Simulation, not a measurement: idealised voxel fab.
The following is a process module called voxel self aligned contacts.
It is cross-section cut that appears here, measuring 280 nm in width, its square cells being 5 nm in size.
A cross-section is a grid of square cells, given in bands from the top down. A band is one or more rows of cells.
Band: top height; bottom height; in nm. Then, left to right: material with width in nm, for each material. "everywhere": a single material spanning edge to edge. "air": empty space.
The reference from which all heights are counted is 0, the level beneath which the as-received wafer is entirely one material; the lowest band, having no lower bound, proceeds downward and is written after the example "0..down".
So if you see something like "30..40" for the width, read it as the top row of the band sitting at the first number and the bottom row at the second, with every row in between moving by the same amount as the last.
Key: "nothing altered" - step with no changed cell in the cross-section.
For the entry "Voids lacking openings", the listed items are empty spaces with no open way to the top whose size is 8 cells or more; each item follows the pattern width x height at distance, where distance is from the left edge and all three are in nm.
The remark found on a step's line after its settings is issued by the simulator itself and pertains to that step.
Each step line may optionally specify "overlay nm", which for a step with a mask gives the rightward distance between the mask's planned place and where it lay, a negative value indicating the leftward direction.

## The planned process steps are enumerated hereunder
step 1: RECEIVE [material Si]
step 2: CONFORMAL_DEP [material SiO2] [thk nm 5]
step 3: DIRECTIONAL_DEP [material polySi] [thk nm 30]
step 4: DIRECTIONAL_DEP [material SiN] [thk nm 15]
step 5: MASKED_ETCH [tone cover] [mask id GATE] [width nm 25] [pitch nm 60] [etch materials SiN] [depth nm 15] [overlay nm 0]
step 6: MASKED_ETCH [tone cover] [mask id GATE] [width nm 25] [pitch nm 60] [etch materials polySi] [depth nm 30] [overlay nm 0]
step 7: CONFORMAL_DEP [material SiN] [thk nm 5]
step 8: DIRECTIONAL_ETCH [etch materials SiN] [depth nm 5]
step 9: FILL_DEP [material SiO2] [thk nm 20]
step 10: CMP [height nm 60]
step 11: PATTERN [tone open] [mask id CONTACT] [material resist] [width nm 45] [thk nm 15] [overlay nm 0]
step 12: DIRECTIONAL_ETCH [etch materials SiO2] [depth nm 60]
step 13: STRIP [etch materials resist]
step 14: CONFORMAL_DEP [material TiN] [thk nm 5]
step 15: FILL_DEP [material Ru] [thk nm 5]
step 16: CMP [height nm 60]
step 17: CONFORMAL_DEP [material SiN] [thk nm 5]

## Account of the first of two wafers, which was processed as intended

## As-received wafer cross-section (after step 1)
	0..down | Si everywhere
	Voids lacking openings: none

## Wafer section view after processing step 2
	5..0 | SiO2 everywhere
	Below 0, the layers are the same as they were.

## Wafer section view after processing step 3
	35..5 | polySi everywhere
	Below 5, the layers are the same as they were.

## Wafer section view after processing step 4
	50..35 | SiN everywhere
	Below 35, the layers are the same as they were.

## Wafer section view after processing step 5
	50..35 | air=95, SiN=25, air=35, SiN=25, air=100
	Below 35, the layers are the same as they were.

## Wafer section view after processing step 6
	50..35 | air=95, SiN=25, air=35, SiN=25, air=100
	35..5 | air=95, polySi=25, air=35, polySi=25, air=100
	Below 5, the layers are the same as they were.

## Wafer section view after processing step 7
	55..35 | air=90, SiN=35, air=25, SiN=35, air=95
	35..10 | air=90, SiN=5, polySi=25, SiN=5, air=25, SiN=5, polySi=25, SiN=5, air=95
	10..5 | SiN=95, polySi=25, SiN=35, polySi=25, SiN=100
	Below 5, the layers are the same as they were.

## Wafer section view after processing step 8
	50..35 | air=90, SiN=35, air=25, SiN=35, air=95
	35..5 | air=90, SiN=5, polySi=25, SiN=5, air=25, SiN=5, polySi=25, SiN=5, air=95
	Below 5, the layers are the same as they were.

## Wafer section view after processing step 9
	70..50 | SiO2 everywhere
	50..35 | SiO2=90, SiN=35, SiO2=25, SiN=35, SiO2=95
	35..5 | SiO2=90, SiN=5, polySi=25, SiN=5, SiO2=25, SiN=5, polySi=25, SiN=5, SiO2=95
	Below 5, the layers are the same as they were.

## Wafer section view after processing step 10
	60..50 | SiO2 everywhere
	Below 50, the layers are the same as they were.

## Wafer section view after processing step 11
	75..60 | resist=115, air=45, resist=120
	Below 60, the layers are the same as they were.

## Wafer section view after processing step 12
	75..60 | resist=115, air=45, resist=120
	60..50 | SiO2=115, air=45, SiO2=120
	50..35 | SiO2=90, SiN=35, air=25, SiN=35, SiO2=95
	35..5 | SiO2=90, SiN=5, polySi=25, SiN=5, air=25, SiN=5, polySi=25, SiN=5, SiO2=95
	5..0 | SiO2=125, air=25, SiO2=130
	Below 0, the layers are the same as they were.

## Wafer section view after processing step 13
	60..50 | SiO2=115, air=45, SiO2=120
	Below 50, the layers are the same as they were.

## Wafer section view after processing step 14
	65..60 | TiN=120, air=35, TiN=125
	60..50 | SiO2=115, TiN=5..15, air=35..15, TiN=5..15, SiO2=120
	50..35 | SiO2=90, SiN=35, TiN=5, air=15, TiN=5, SiN=35, SiO2=95
	35..5 | SiO2=90, SiN=5, polySi=25, SiN=5, TiN=5, air=15, TiN=5, SiN=5, polySi=25, SiN=5, SiO2=95
	5..0 | SiO2=125, TiN=25, SiO2=130
	Below 0, the layers are the same as they were.

## Wafer section view after processing step 15
	70..65 | Ru everywhere
	65..60 | TiN=120, Ru=35, TiN=125
	60..50 | SiO2=115, TiN=5..15, Ru=35..15, TiN=5..15, SiO2=120
	50..35 | SiO2=90, SiN=35, TiN=5, Ru=15, TiN=5, SiN=35, SiO2=95
	35..5 | SiO2=90, SiN=5, polySi=25, SiN=5, TiN=5, Ru=15, TiN=5, SiN=5, polySi=25, SiN=5, SiO2=95
	Below 5, the layers are the same as they were.

## Wafer section view after processing step 16
	60..50 | SiO2=115, TiN=5..15, Ru=35..15, TiN=5..15, SiO2=120
	Below 50, the layers are the same as they were.

## Wafer section view after processing step 17
	65..60 | SiN everywhere
	Below 60, the layers are the same as they were.

## What follows concerns the second wafer, which started out like the first and was meant to follow the very same plan; one mistake crept in when it was run, but everything up to and including step 6 is the same as for the first wafer

The second wafer cut through, at the time step 7 was supposed to be finished: nothing altered

## The second wafer cut through, at the time step 8 was supposed to be finished
	45..35 | air=95, SiN=25, air=35, SiN=25, air=100
	Below 35, the layers are the same as they were.

## The second wafer cut through, at the time step 9 was supposed to be finished
	65..45 | SiO2 everywhere
	45..35 | SiO2=95, SiN=25, SiO2=35, SiN=25, SiO2=100
	35..5 | SiO2=95, polySi=25, SiO2=35, polySi=25, SiO2=100
	Below 5, the layers are the same as they were.

## The second wafer cut through, at the time step 10 was supposed to be finished
	60..45 | SiO2 everywhere
	Below 45, the layers are the same as they were.

## The second wafer cut through, at the time step 11 was supposed to be finished
	75..60 | resist=115, air=45, resist=120
	Below 60, the layers are the same as they were.

## The second wafer cut through, at the time step 12 was supposed to be finished
	75..60 | resist=115, air=45, resist=120
	60..45 | SiO2=115, air=45, SiO2=120
	45..35 | SiO2=95, SiN=25, air=35, SiN=25, SiO2=100
	35..5 | SiO2=95, polySi=25, air=35, polySi=25, SiO2=100
	5..0 | SiO2=120, air=35, SiO2=125
	Below 0, the layers are the same as they were.

## The second wafer cut through, at the time step 13 was supposed to be finished
	60..45 | SiO2=115, air=45, SiO2=120
	Below 45, the layers are the same as they were.

## The second wafer cut through, at the time step 14 was supposed to be finished
	65..60 | TiN=120, air=35, TiN=125
	60..50 | SiO2=115, TiN=5, air=35, TiN=5, SiO2=120
	50..45 | SiO2=115, TiN=10, air=25, TiN=10, SiO2=120
	45..35 | SiO2=95, SiN=25, TiN=5, air=25, TiN=5, SiN=25, SiO2=100
	35..5 | SiO2=95, polySi=25, TiN=5, air=25, TiN=5, polySi=25, SiO2=100
	5..0 | SiO2=120, TiN=35, SiO2=125
	Below 0, the layers are the same as they were.

## The second wafer cut through, at the time step 15 was supposed to be finished
	70..65 | Ru everywhere
	65..60 | TiN=120, Ru=35, TiN=125
	60..50 | SiO2=115, TiN=5, Ru=35, TiN=5, SiO2=120
	50..45 | SiO2=115, TiN=10, Ru=25, TiN=10, SiO2=120
	45..35 | SiO2=95, SiN=25, TiN=5, Ru=25, TiN=5, SiN=25, SiO2=100
	35..5 | SiO2=95, polySi=25, TiN=5, Ru=25, TiN=5, polySi=25, SiO2=100
	Below 5, the layers are the same as they were.

## The second wafer cut through, at the time step 16 was supposed to be finished
	60..50 | SiO2=115, TiN=5, Ru=35, TiN=5, SiO2=120
	Below 50, the layers are the same as they were.

## The second wafer cut through, at the time step 17 was supposed to be finished
	65..60 | SiN everywhere
	Below 60, the layers are the same as they were.
Deviation noted in wafer processing: step 7 in the plan did not get run; it was skipped
Wrapping up, a cell-based count of both wafers puts the second over or under the first for these materials: Ru +22 | SiN -46 | SiO2 +24
